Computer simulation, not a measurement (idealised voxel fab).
process module | voxel self aligned contacts
cross-section cut | 275 nm wide | cells 5 nm
A cross-section is a grid of square cells, given in bands from the top down. A band is one or more rows of cells.
Each band's line starts with the height of the band's top and of its bottom, in nm. Then come its materials from left to right, each with its width in nm. One material with "throughout" fills the band from edge to edge. "air" is empty space.
Height 0 is the level under which the wafer as received is all one material. The lowest band goes on downwards, as in "0 down".
A width such as "30 to 40" changes by the same amount from each row of cells to the next, from the band's top row to its bottom row.
"no change" after a step means that no cell of the cross-section changed.
closed voids: empty space of 8 cells or more with no open way to the top, each as width x height at its distance from the left edge, in nm
after a step's settings: what the simulator itself notes on the step
overlay nm, on a step with a mask: how far to the right of its planned place the mask lay; to the left if negative
plan
1 op RECEIVE | material Si
2 op OXIDIZE | depth nm 5
3 op DIRECTIONAL_DEP | material polySi | thk nm 25
4 op DIRECTIONAL_DEP | material SiN | thk nm 25
5 op DIRECTIONAL_DEP | material aC | thk nm 15
6 op PATTERN | tone cover | mask id GATE | material resist | width nm 35 | pitch nm 80 | thk nm 30 | overlay nm 0
7 op DIRECTIONAL_ETCH | etch materials aC | depth nm 15
8 op STRIP | etch materials resist
9 op DIRECTIONAL_ETCH | etch materials SiN | depth nm 25
10 op DIRECTIONAL_ETCH | etch materials polySi | depth nm 25
11 op STRIP | etch materials aC
12 op CONFORMAL_DEP | material SiN | thk nm 10
13 op DIRECTIONAL_ETCH | etch materials SiN | depth nm 10
14 op FILL_DEP | material SiO2 | thk nm 20
15 op CMP | height nm 60
16 op DIRECTIONAL_DEP | material aC | thk nm 10
17 op PATTERN | tone open | mask id CONTACT | material resist | width nm 55 | pitch nm 80 | thk nm 25 | overlay nm 0
18 op DIRECTIONAL_ETCH | etch materials aC | depth nm 10
19 op STRIP | etch materials resist
20 op DIRECTIONAL_ETCH | etch materials SiO2 | depth nm 65
21 op STRIP | etch materials aC
22 op CONFORMAL_DEP | material TiN | thk nm 5
23 op FILL_DEP | material Ru | thk nm 10
24 op CMP | height nm 60
25 op CONFORMAL_DEP | material SiCN | thk nm 5
as received, after step 1
  0 down: Si throughout
  closed voids: none
first wafer at the end, as planned
  65 to 60: SiCN throughout
  60 to 50: SiO2 70 | TiN 5 to 20 | Ru 45 to 15 | TiN 5 to 20 | SiO2 25 | TiN 5 to 20 | Ru 45 to 15 | TiN 5 to 20 | SiO2 70
  50 to 25: SiO2 30 | SiN 55 | TiN 5 | Ru 15 | TiN 5 | SiN 55 | TiN 5 | Ru 15 | TiN 5 | SiN 55 | SiO2 30
  25 to 0: SiO2 30 | SiN 10 | polySi 35 | SiN 10 | TiN 5 | Ru 15 | TiN 5 | SiN 10 | polySi 35 | SiN 10 | TiN 5 | Ru 15 | TiN 5 | SiN 10 | polySi 35 | SiN 10 | SiO2 30
  0 to -5: SiO2 85 | TiN 25 | SiO2 55 | TiN 25 | SiO2 85
  -5 down: Si throughout
  closed voids: none
second wafer at the end: like start, like plan, one mistake
  65 to 60: SiCN throughout
  60 to 55: SiO2 70 | TiN 5 | Ru 45 | TiN 5 | SiO2 25 | TiN 5 | Ru 45 | TiN 5 | SiO2 70
  55 to 50: SiO2 70 | TiN 55 | SiO2 25 | TiN 55 | SiO2 70
  50 to 25: SiN 50 | SiO2 15 | SiN 65 | SiO2 15 | SiN 65 | SiO2 15 | SiN 50
  25 to 0: polySi 40 | SiN 10 | SiO2 15 | SiN 10 | polySi 45 | SiN 10 | SiO2 15 | SiN 10 | polySi 45 | SiN 10 | SiO2 15 | SiN 10 | polySi 40
  0 to -5: SiO2 throughout
  -5 down: Si throughout
  closed voids: none
what went wrong: step 6 ran as: op PATTERN | tone open | mask id GATE | material resist | width nm 35 | pitch nm 80 | thk nm 30 | overlay nm 0
at the end the second wafer has, in cells: 66 fewer of Ru | 65 more of SiN | 20 fewer of SiO2 | 44 fewer of TiN | 65 more of polySi
